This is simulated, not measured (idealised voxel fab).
process module | voxel transistor to metal
cross-section cut | 270 nm wide | cells 5 nm
A cross-section is a grid of square cells, given in bands from the top down. A band is one or more rows of cells.
Each band's line starts with the height of the band's top and of its bottom, in nm. Then come its materials from left to right, each with its width in nm. One material with "throughout" fills the band from edge to edge. "air" is empty space.
Height 0 is the level under which the wafer as received is all one material. The lowest band goes on downwards, as in "0 down".
A width such as "30 to 40" changes by the same amount from each row of cells to the next, from the band's top row to its bottom row.
"no change" after a step means that no cell of the cross-section changed.
closed voids: empty space of 8 cells or more with no open way to the top, each as width x height at its distance from the left edge, in nm
after a step's settings: what the simulator itself notes on the step
overlay nm, on a step with a mask: how far to the right of its planned place the mask lay; to the left if negative
plan
1 op RECEIVE | material Si
2 op OXIDIZE | depth nm 5
3 op CONFORMAL_DEP | material SiN | thk nm 10
4 op MASKED_ETCH | tone cover | mask id ACTIVE | width nm 95 | pitch nm 115 | etch materials SiN | depth nm 10 | overlay nm 0
5 op MASKED_ETCH | tone cover | mask id ACTIVE | width nm 95 | pitch nm 115 | etch materials SiO2 | depth nm 5 | overlay nm 0
6 op MASKED_ETCH | tone cover | mask id ACTIVE | width nm 95 | pitch nm 115 | etch materials Si | depth nm 25 | overlay nm 0
7 op OXIDIZE | depth nm 5
8 op FILL_DEP | material SiO2 | thk nm 10
9 op CMP | height nm 10
10 op SELECTIVE_ETCH | etch materials SiO2 | depth nm 5
11 op STRIP | etch materials SiN
12 op SELECTIVE_ETCH | etch materials SiO2 | depth nm 5
13 op OXIDIZE | depth nm 5
14 op DIRECTIONAL_DEP | material polySi | thk nm 30
15 op DIRECTIONAL_DEP | material SiCN | thk nm 10
16 op MASKED_ETCH | tone cover | mask id GATE | width nm 15 | pitch nm 115 | etch materials SiCN | depth nm 20 | overlay nm 0
17 op MASKED_ETCH | tone cover | mask id GATE | width nm 15 | pitch nm 115 | etch materials polySi | depth nm 40 | overlay nm 0
18 op CONFORMAL_DEP | material SiO2 | thk nm 5
19 op DIRECTIONAL_ETCH | etch materials SiO2 | depth nm 5
20 op CONFORMAL_DEP | material SiN | thk nm 10
21 op DIRECTIONAL_ETCH | etch materials SiN | depth nm 10
22 op DIRECTIONAL_ETCH | etch materials SiO2 | depth nm 5
23 op DIRECTIONAL_ETCH | etch materials Si | depth nm 15
24 op EPI | material nSi | thk nm 15
25 op FILL_DEP | material SiO2 | thk nm 10
26 op CMP | height nm 35
27 op DIRECTIONAL_DEP | material SiO2 | thk nm 15
28 op DIRECTIONAL_DEP | material aC | thk nm 15
29 op PATTERN | tone open | mask id CONTACT | material resist | width nm 30 | thk nm 35 | overlay nm 0
30 op DIRECTIONAL_ETCH | etch materials aC | depth nm 15
31 op STRIP | etch materials resist
32 op DIRECTIONAL_ETCH | etch materials SiO2 | depth nm 45
33 op STRIP | etch materials aC
34 op CONFORMAL_DEP | material TiN | thk nm 5
35 op FILL_DEP | material W | thk nm 10
36 op CMP | height nm 50
37 op DIRECTIONAL_DEP | material TiN | thk nm 5
38 op DIRECTIONAL_DEP | material Ru | thk nm 15
39 op MASKED_ETCH | tone cover | mask id METAL_1 | width nm 15 | etch materials Ru | depth nm 15 | overlay nm 0
40 op MASKED_ETCH | tone cover | mask id METAL_1 | width nm 15 | etch materials TiN | depth nm 5 | overlay nm 0
41 op CONFORMAL_DEP | material SiCN | thk nm 5
42 op FILL_DEP | material SiO2 | thk nm 5
43 op CMP | height nm 70
44 op CONFORMAL_DEP | material SiCN | thk nm 5
first wafer, as planned
as received, after step 1
  0 down: Si throughout
  closed voids: none
after step 2
  0 to -5: SiO2 throughout
  below -5: unchanged
after step 3
  10 to 0: SiN throughout
  below 0: unchanged
after step 4
  10 to 0: air 30 | SiN 95 | air 20 | SiN 95 | air 30
  below 0: unchanged
after step 5
  10 to 0: air 30 | SiN 95 | air 20 | SiN 95 | air 30
  0 to -5: air 30 | SiO2 95 | air 20 | SiO2 95 | air 30
  below -5: unchanged
after step 6
  10 to 0: air 30 | SiN 95 | air 20 | SiN 95 | air 30
  0 to -5: air 30 | SiO2 95 | air 20 | SiO2 95 | air 30
  -5 to -30: air 30 | Si 95 | air 20 | Si 95 | air 30
  below -30: unchanged
after step 7
  10 to 0: air 30 | SiN 95 | air 20 | SiN 95 | air 30
  0 to -5: air 30 | SiO2 95 | air 20 | SiO2 95 | air 30
  -5 to -30: air 30 | SiO2 5 | Si 85 | SiO2 5 | air 20 | SiO2 5 | Si 85 | SiO2 5 | air 30
  -30 to -35: SiO2 35 | Si 85 | SiO2 30 | Si 85 | SiO2 35
  below -35: unchanged
after step 8
  20 to 10: SiO2 throughout
  10 to 0: SiO2 30 | SiN 95 | SiO2 20 | SiN 95 | SiO2 30
  0 to -5: SiO2 throughout
  -5 to -35: SiO2 35 | Si 85 | SiO2 30 | Si 85 | SiO2 35
  below -35: unchanged
after step 9
  10 to 0: SiO2 30 | SiN 95 | SiO2 20 | SiN 95 | SiO2 30
  below 0: unchanged
after step 10
  10 to 5: air 30 | SiN 95 | air 20 | SiN 95 | air 30
  below 5: unchanged
after step 11
  5 to 0: SiO2 30 | air 95 | SiO2 20 | air 95 | SiO2 30
  below 0: unchanged
after step 12
  0 to -5: SiO2 25 | air 105 | SiO2 10 | air 105 | SiO2 25
  below -5: unchanged
after step 13
  0 to -5: SiO2 25 | air 105 | SiO2 10 | air 105 | SiO2 25
  -5 to -10: SiO2 throughout
  below -10: unchanged
after step 14
  30 to 25: polySi 25 | air 105 | polySi 10 | air 105 | polySi 25
  25 to 0: polySi throughout
  0 to -5: SiO2 25 | polySi 105 | SiO2 10 | polySi 105 | SiO2 25
  below -5: unchanged
after step 15
  40 to 35: SiCN 25 | air 105 | SiCN 10 | air 105 | SiCN 25
  35 to 30: SiCN throughout
  30 to 25: polySi 25 | SiCN 105 | polySi 10 | SiCN 105 | polySi 25
  below 25: unchanged
after step 16
  35 to 30: air 70 | SiCN 15 | air 100 | SiCN 15 | air 70
  30 to 25: polySi 25 | air 45 | SiCN 15 | air 45 | polySi 10 | air 45 | SiCN 15 | air 45 | polySi 25
  below 25: unchanged
after step 17
  35 to 25: air 70 | SiCN 15 | air 100 | SiCN 15 | air 70
  25 to 0: air 70 | polySi 15 | air 100 | polySi 15 | air 70
  0 to -5: SiO2 25 | air 45 | polySi 15 | air 45 | SiO2 10 | air 45 | polySi 15 | air 45 | SiO2 25
  below -5: unchanged
after step 18
  40 to 35: air 65 | SiO2 25 | air 90 | SiO2 25 | air 65
  35 to 25: air 65 | SiO2 5 | SiCN 15 | SiO2 5 | air 90 | SiO2 5 | SiCN 15 | SiO2 5 | air 65
  25 to 5: air 65 | SiO2 5 | polySi 15 | SiO2 5 | air 90 | SiO2 5 | polySi 15 | SiO2 5 | air 65
  5 to 0: SiO2 30 | air 35 | SiO2 5 | polySi 15 | SiO2 5 | air 35 | SiO2 20 | air 35 | SiO2 5 | polySi 15 | SiO2 5 | air 35 | SiO2 30
  0 to -5: SiO2 70 | polySi 15 | SiO2 100 | polySi 15 | SiO2 70
  below -5: unchanged
after step 19
  35 to 25: air 65 | SiO2 5 | SiCN 15 | SiO2 5 | air 90 | SiO2 5 | SiCN 15 | SiO2 5 | air 65
  25 to 0: air 65 | SiO2 5 | polySi 15 | SiO2 5 | air 90 | SiO2 5 | polySi 15 | SiO2 5 | air 65
  0 to -5: SiO2 30 | air 35 | SiO2 5 | polySi 15 | SiO2 5 | air 35 | SiO2 20 | air 35 | SiO2 5 | polySi 15 | SiO2 5 | air 35 | SiO2 30
  below -5: unchanged
after step 20
  45 to 35: air 55 | SiN 45 | air 70 | SiN 45 | air 55
  35 to 25: air 55 | SiN 10 | SiO2 5 | SiCN 15 | SiO2 5 | SiN 10 | air 70 | SiN 10 | SiO2 5 | SiCN 15 | SiO2 5 | SiN 10 | air 55
  25 to 10: air 55 | SiN 10 | SiO2 5 | polySi 15 | SiO2 5 | SiN 10 | air 70 | SiN 10 | SiO2 5 | polySi 15 | SiO2 5 | SiN 10 | air 55
  10 to 5: SiN 40 | air 15 | SiN 10 | SiO2 5 | polySi 15 | SiO2 5 | SiN 10 | air 15 | SiN 40 | air 15 | SiN 10 | SiO2 5 | polySi 15 | SiO2 5 | SiN 10 | air 15 | SiN 40
  5 to 0: SiN 65 | SiO2 5 | polySi 15 | SiO2 5 | SiN 90 | SiO2 5 | polySi 15 | SiO2 5 | SiN 65
  0 to -5: SiO2 30 | SiN 35 | SiO2 5 | polySi 15 | SiO2 5 | SiN 35 | SiO2 20 | SiN 35 | SiO2 5 | polySi 15 | SiO2 5 | SiN 35 | SiO2 30
  below -5: unchanged
after step 21
  35 to 25: air 55 | SiN 10 | SiO2 5 | SiCN 15 | SiO2 5 | SiN 10 | air 70 | SiN 10 | SiO2 5 | SiCN 15 | SiO2 5 | SiN 10 | air 55
  25 to 0: air 55 | SiN 10 | SiO2 5 | polySi 15 | SiO2 5 | SiN 10 | air 70 | SiN 10 | SiO2 5 | polySi 15 | SiO2 5 | SiN 10 | air 55
  0 to -5: SiO2 30 | SiN 10 | air 15 | SiN 10 | SiO2 5 | polySi 15 | SiO2 5 | SiN 10 | air 15 | SiN 10 | SiO2 20 | SiN 10 | air 15 | SiN 10 | SiO2 5 | polySi 15 | SiO2 5 | SiN 10 | air 15 | SiN 10 | SiO2 30
  below -5: unchanged
after step 22
  35 to 30: air 55 | SiN 10 | air 5 | SiCN 15 | air 5 | SiN 10 | air 70 | SiN 10 | air 5 | SiCN 15 | air 5 | SiN 10 | air 55
  30 to 25: air 55 | SiN 10 | SiO2 5 | SiCN 15 | SiO2 5 | SiN 10 | air 70 | SiN 10 | SiO2 5 | SiCN 15 | SiO2 5 | SiN 10 | air 55
  25 to 0: air 55 | SiN 10 | SiO2 5 | polySi 15 | SiO2 5 | SiN 10 | air 70 | SiN 10 | SiO2 5 | polySi 15 | SiO2 5 | SiN 10 | air 55
  0 to -5: air 30 | SiN 10 | air 15 | SiN 10 | SiO2 5 | polySi 15 | SiO2 5 | SiN 10 | air 15 | SiN 10 | air 20 | SiN 10 | air 15 | SiN 10 | SiO2 5 | polySi 15 | SiO2 5 | SiN 10 | air 15 | SiN 10 | air 30
  -5 to -10: SiO2 40 | air 15 | SiO2 45 | air 15 | SiO2 40 | air 15 | SiO2 45 | air 15 | SiO2 40
  below -10: unchanged
after step 23
  35 to 30: air 55 | SiN 10 | air 5 | SiCN 15 | air 5 | SiN 10 | air 70 | SiN 10 | air 5 | SiCN 15 | air 5 | SiN 10 | air 55
  30 to 25: air 55 | SiN 10 | SiO2 5 | SiCN 15 | SiO2 5 | SiN 10 | air 70 | SiN 10 | SiO2 5 | SiCN 15 | SiO2 5 | SiN 10 | air 55
  25 to 0: air 55 | SiN 10 | SiO2 5 | polySi 15 | SiO2 5 | SiN 10 | air 70 | SiN 10 | SiO2 5 | polySi 15 | SiO2 5 | SiN 10 | air 55
  0 to -5: air 30 | SiN 10 | air 15 | SiN 10 | SiO2 5 | polySi 15 | SiO2 5 | SiN 10 | air 15 | SiN 10 | air 20 | SiN 10 | air 15 | SiN 10 | SiO2 5 | polySi 15 | SiO2 5 | SiN 10 | air 15 | SiN 10 | air 30
  -5 to -10: SiO2 40 | air 15 | SiO2 45 | air 15 | SiO2 40 | air 15 | SiO2 45 | air 15 | SiO2 40
  -10 to -25: SiO2 35 | Si 5 | air 15 | Si 45 | air 15 | Si 5 | SiO2 30 | Si 5 | air 15 | Si 45 | air 15 | Si 5 | SiO2 35
  below -25: unchanged
after step 24
  35 to 30: air 55 | SiN 10 | air 5 | SiCN 15 | air 5 | SiN 10 | air 70 | SiN 10 | air 5 | SiCN 15 | air 5 | SiN 10 | air 55
  30 to 25: air 55 | SiN 10 | SiO2 5 | SiCN 15 | SiO2 5 | SiN 10 | air 70 | SiN 10 | SiO2 5 | SiCN 15 | SiO2 5 | SiN 10 | air 55
  25 to 5: air 55 | SiN 10 | SiO2 5 | polySi 15 | SiO2 5 | SiN 10 | air 70 | SiN 10 | SiO2 5 | polySi 15 | SiO2 5 | SiN 10 | air 55
  5 to 0: air 35 | nSi 20 | SiN 10 | SiO2 5 | polySi 15 | SiO2 5 | SiN 10 | nSi 20 | air 30 | nSi 20 | SiN 10 | SiO2 5 | polySi 15 | SiO2 5 | SiN 10 | nSi 20 | air 35
  0 to -5: air 30 | SiN 10 | nSi 15 | SiN 10 | SiO2 5 | polySi 15 | SiO2 5 | SiN 10 | nSi 15 | SiN 10 | air 20 | SiN 10 | nSi 15 | SiN 10 | SiO2 5 | polySi 15 | SiO2 5 | SiN 10 | nSi 15 | SiN 10 | air 30
  -5 to -10: SiO2 40 | nSi 15 | SiO2 45 | nSi 15 | SiO2 40 | nSi 15 | SiO2 45 | nSi 15 | SiO2 40
  -10 to -25: SiO2 35 | Si 5 | nSi 15 | Si 45 | nSi 15 | Si 5 | SiO2 30 | Si 5 | nSi 15 | Si 45 | nSi 15 | Si 5 | SiO2 35
  below -25: unchanged
after step 25
  45 to 35: SiO2 throughout
  35 to 25: SiO2 55 | SiN 10 | SiO2 5 | SiCN 15 | SiO2 5 | SiN 10 | SiO2 70 | SiN 10 | SiO2 5 | SiCN 15 | SiO2 5 | SiN 10 | SiO2 55
  25 to 5: SiO2 55 | SiN 10 | SiO2 5 | polySi 15 | SiO2 5 | SiN 10 | SiO2 70 | SiN 10 | SiO2 5 | polySi 15 | SiO2 5 | SiN 10 | SiO2 55
  5 to 0: SiO2 35 | nSi 20 | SiN 10 | SiO2 5 | polySi 15 | SiO2 5 | SiN 10 | nSi 20 | SiO2 30 | nSi 20 | SiN 10 | SiO2 5 | polySi 15 | SiO2 5 | SiN 10 | nSi 20 | SiO2 35
  0 to -5: SiO2 30 | SiN 10 | nSi 15 | SiN 10 | SiO2 5 | polySi 15 | SiO2 5 | SiN 10 | nSi 15 | SiN 10 | SiO2 20 | SiN 10 | nSi 15 | SiN 10 | SiO2 5 | polySi 15 | SiO2 5 | SiN 10 | nSi 15 | SiN 10 | SiO2 30
  below -5: unchanged
after step 26
  35 to 25: SiO2 55 | SiN 10 | SiO2 5 | SiCN 15 | SiO2 5 | SiN 10 | SiO2 70 | SiN 10 | SiO2 5 | SiCN 15 | SiO2 5 | SiN 10 | SiO2 55
  below 25: unchanged
after step 27
  50 to 35: SiO2 throughout
  below 35: unchanged
after step 28
  65 to 50: aC throughout
  below 50: unchanged
after step 29
  100 to 65: resist 35 | air 30 | resist 25 | air 30 | resist 30 | air 30 | resist 25 | air 30 | resist 35
  below 65: unchanged
after step 30
  85 to 65: resist 35 | air 30 | resist 25 | air 30 | resist 30 | air 30 | resist 25 | air 30 | resist 35
  65 to 50: aC 35 | air 30 | aC 25 | air 30 | aC 30 | air 30 | aC 25 | air 30 | aC 35
  below 50: unchanged
after step 31
  65 to 50: aC 35 | air 30 | aC 25 | air 30 | aC 30 | air 30 | aC 25 | air 30 | aC 35
  below 50: unchanged
after step 32
  65 to 50: aC 35 | air 30 | aC 25 | air 30 | aC 30 | air 30 | aC 25 | air 30 | aC 35
  50 to 35: SiO2 35 | air 30 | SiO2 25 | air 30 | SiO2 30 | air 30 | SiO2 25 | air 30 | SiO2 35
  35 to 25: SiO2 35 | air 20 | SiN 10 | SiO2 5 | SiCN 15 | SiO2 5 | SiN 10 | air 20 | SiO2 30 | air 20 | SiN 10 | SiO2 5 | SiCN 15 | SiO2 5 | SiN 10 | air 20 | SiO2 35
  25 to 5: SiO2 35 | air 20 | SiN 10 | SiO2 5 | polySi 15 | SiO2 5 | SiN 10 | air 20 | SiO2 30 | air 20 | SiN 10 | SiO2 5 | polySi 15 | SiO2 5 | SiN 10 | air 20 | SiO2 35
  below 5: unchanged
after step 33
  50 to 35: SiO2 35 | air 30 | SiO2 25 | air 30 | SiO2 30 | air 30 | SiO2 25 | air 30 | SiO2 35
  below 35: unchanged
after step 34
  55 to 50: TiN 40 | air 20 | TiN 35 | air 20 | TiN 40 | air 20 | TiN 35 | air 20 | TiN 40
  50 to 40: SiO2 35 | TiN 5 | air 20 | TiN 5 | SiO2 25 | TiN 5 | air 20 | TiN 5 | SiO2 30 | TiN 5 | air 20 | TiN 5 | SiO2 25 | TiN 5 | air 20 | TiN 5 | SiO2 35
  40 to 35: SiO2 35 | TiN 5 | air 10 | TiN 15 | SiO2 25 | TiN 15 | air 10 | TiN 5 | SiO2 30 | TiN 5 | air 10 | TiN 15 | SiO2 25 | TiN 15 | air 10 | TiN 5 | SiO2 35
  35 to 25: SiO2 35 | TiN 5 | air 10 | TiN 5 | SiN 10 | SiO2 5 | SiCN 15 | SiO2 5 | SiN 10 | TiN 5 | air 10 | TiN 5 | SiO2 30 | TiN 5 | air 10 | TiN 5 | SiN 10 | SiO2 5 | SiCN 15 | SiO2 5 | SiN 10 | TiN 5 | air 10 | TiN 5 | SiO2 35
  25 to 10: SiO2 35 | TiN 5 | air 10 | TiN 5 | SiN 10 | SiO2 5 | polySi 15 | SiO2 5 | SiN 10 | TiN 5 | air 10 | TiN 5 | SiO2 30 | TiN 5 | air 10 | TiN 5 | SiN 10 | SiO2 5 | polySi 15 | SiO2 5 | SiN 10 | TiN 5 | air 10 | TiN 5 | SiO2 35
  10 to 5: SiO2 35 | TiN 20 | SiN 10 | SiO2 5 | polySi 15 | SiO2 5 | SiN 10 | TiN 20 | SiO2 30 | TiN 20 | SiN 10 | SiO2 5 | polySi 15 | SiO2 5 | SiN 10 | TiN 20 | SiO2 35
  below 5: unchanged
after step 35
  65 to 55: W throughout
  55 to 50: TiN 40 | W 20 | TiN 35 | W 20 | TiN 40 | W 20 | TiN 35 | W 20 | TiN 40
  50 to 40: SiO2 35 | TiN 5 | W 20 | TiN 5 | SiO2 25 | TiN 5 | W 20 | TiN 5 | SiO2 30 | TiN 5 | W 20 | TiN 5 | SiO2 25 | TiN 5 | W 20 | TiN 5 | SiO2 35
  40 to 35: SiO2 35 | TiN 5 | W 10 | TiN 15 | SiO2 25 | TiN 15 | W 10 | TiN 5 | SiO2 30 | TiN 5 | W 10 | TiN 15 | SiO2 25 | TiN 15 | W 10 | TiN 5 | SiO2 35
  35 to 25: SiO2 35 | TiN 5 | W 10 | TiN 5 | SiN 10 | SiO2 5 | SiCN 15 | SiO2 5 | SiN 10 | TiN 5 | W 10 | TiN 5 | SiO2 30 | TiN 5 | W 10 | TiN 5 | SiN 10 | SiO2 5 | SiCN 15 | SiO2 5 | SiN 10 | TiN 5 | W 10 | TiN 5 | SiO2 35
  25 to 10: SiO2 35 | TiN 5 | W 10 | TiN 5 | SiN 10 | SiO2 5 | polySi 15 | SiO2 5 | SiN 10 | TiN 5 | W 10 | TiN 5 | SiO2 30 | TiN 5 | W 10 | TiN 5 | SiN 10 | SiO2 5 | polySi 15 | SiO2 5 | SiN 10 | TiN 5 | W 10 | TiN 5 | SiO2 35
  below 10: unchanged
after step 36
  50 to 40: SiO2 35 | TiN 5 | W 20 | TiN 5 | SiO2 25 | TiN 5 | W 20 | TiN 5 | SiO2 30 | TiN 5 | W 20 | TiN 5 | SiO2 25 | TiN 5 | W 20 | TiN 5 | SiO2 35
  below 40: unchanged
after step 37
  55 to 50: TiN throughout
  below 50: unchanged
after step 38
  70 to 55: Ru throughout
  below 55: unchanged
after step 39
  70 to 55: air 35 | Ru 15 | air 55 | Ru 15 | air 30 | Ru 15 | air 55 | Ru 15 | air 35
  below 55: unchanged
after step 40
  70 to 55: air 35 | Ru 15 | air 55 | Ru 15 | air 30 | Ru 15 | air 55 | Ru 15 | air 35
  55 to 50: air 35 | TiN 15 | air 55 | TiN 15 | air 30 | TiN 15 | air 55 | TiN 15 | air 35
  below 50: unchanged
after step 41
  75 to 70: air 30 | SiCN 25 | air 45 | SiCN 25 | air 20 | SiCN 25 | air 45 | SiCN 25 | air 30
  70 to 55: air 30 | SiCN 5 | Ru 15 | SiCN 5 | air 45 | SiCN 5 | Ru 15 | SiCN 5 | air 20 | SiCN 5 | Ru 15 | SiCN 5 | air 45 | SiCN 5 | Ru 15 | SiCN 5 | air 30
  55 to 50: SiCN 35 | TiN 15 | SiCN 55 | TiN 15 | SiCN 30 | TiN 15 | SiCN 55 | TiN 15 | SiCN 35
  below 50: unchanged
after step 42
  80 to 75: SiO2 throughout
  75 to 70: SiO2 30 | SiCN 25 | SiO2 45 | SiCN 25 | SiO2 20 | SiCN 25 | SiO2 45 | SiCN 25 | SiO2 30
  70 to 55: SiO2 30 | SiCN 5 | Ru 15 | SiCN 5 | SiO2 45 | SiCN 5 | Ru 15 | SiCN 5 | SiO2 20 | SiCN 5 | Ru 15 | SiCN 5 | SiO2 45 | SiCN 5 | Ru 15 | SiCN 5 | SiO2 30
  below 55: unchanged
after step 43
  70 to 55: SiO2 30 | SiCN 5 | Ru 15 | SiCN 5 | SiO2 45 | SiCN 5 | Ru 15 | SiCN 5 | SiO2 20 | SiCN 5 | Ru 15 | SiCN 5 | SiO2 45 | SiCN 5 | Ru 15 | SiCN 5 | SiO2 30
  below 55: unchanged
after step 44
  75 to 70: SiCN throughout
  below 70: unchanged
second wafer: like start, like plan, one mistake. Through step 35 it matches the first wafer
when step 36 should have ended: no change
when step 37 should have ended
  70 to 65: TiN throughout
  below 65: unchanged
when step 38 should have ended
  85 to 70: Ru throughout
  below 70: unchanged
when step 39 should have ended
  85 to 70: air 35 | Ru 15 | air 55 | Ru 15 | air 30 | Ru 15 | air 55 | Ru 15 | air 35
  below 70: unchanged
when step 40 should have ended
  85 to 70: air 35 | Ru 15 | air 55 | Ru 15 | air 30 | Ru 15 | air 55 | Ru 15 | air 35
  70 to 65: air 35 | TiN 15 | air 55 | TiN 15 | air 30 | TiN 15 | air 55 | TiN 15 | air 35
  below 65: unchanged
when step 41 should have ended
  90 to 85: air 30 | SiCN 25 | air 45 | SiCN 25 | air 20 | SiCN 25 | air 45 | SiCN 25 | air 30
  85 to 70: air 30 | SiCN 5 | Ru 15 | SiCN 5 | air 45 | SiCN 5 | Ru 15 | SiCN 5 | air 20 | SiCN 5 | Ru 15 | SiCN 5 | air 45 | SiCN 5 | Ru 15 | SiCN 5 | air 30
  70 to 65: SiCN 35 | TiN 15 | SiCN 55 | TiN 15 | SiCN 30 | TiN 15 | SiCN 55 | TiN 15 | SiCN 35
  below 65: unchanged
when step 42 should have ended
  95 to 90: SiO2 throughout
  90 to 85: SiO2 30 | SiCN 25 | SiO2 45 | SiCN 25 | SiO2 20 | SiCN 25 | SiO2 45 | SiCN 25 | SiO2 30
  85 to 70: SiO2 30 | SiCN 5 | Ru 15 | SiCN 5 | SiO2 45 | SiCN 5 | Ru 15 | SiCN 5 | SiO2 20 | SiCN 5 | Ru 15 | SiCN 5 | SiO2 45 | SiCN 5 | Ru 15 | SiCN 5 | SiO2 30
  below 70: unchanged
when step 43 should have ended
  70 to 65: SiCN 35 | TiN 15 | SiCN 55 | TiN 15 | SiCN 30 | TiN 15 | SiCN 55 | TiN 15 | SiCN 35
  below 65: unchanged
when step 44 should have ended
  75 to 70: SiCN throughout
  below 70: unchanged
what went wrong: step 36 was left out
at the end the second wafer has, in cells: 36 fewer of Ru | 24 fewer of SiCN | 102 fewer of SiO2 | 38 more of TiN | 124 more of W
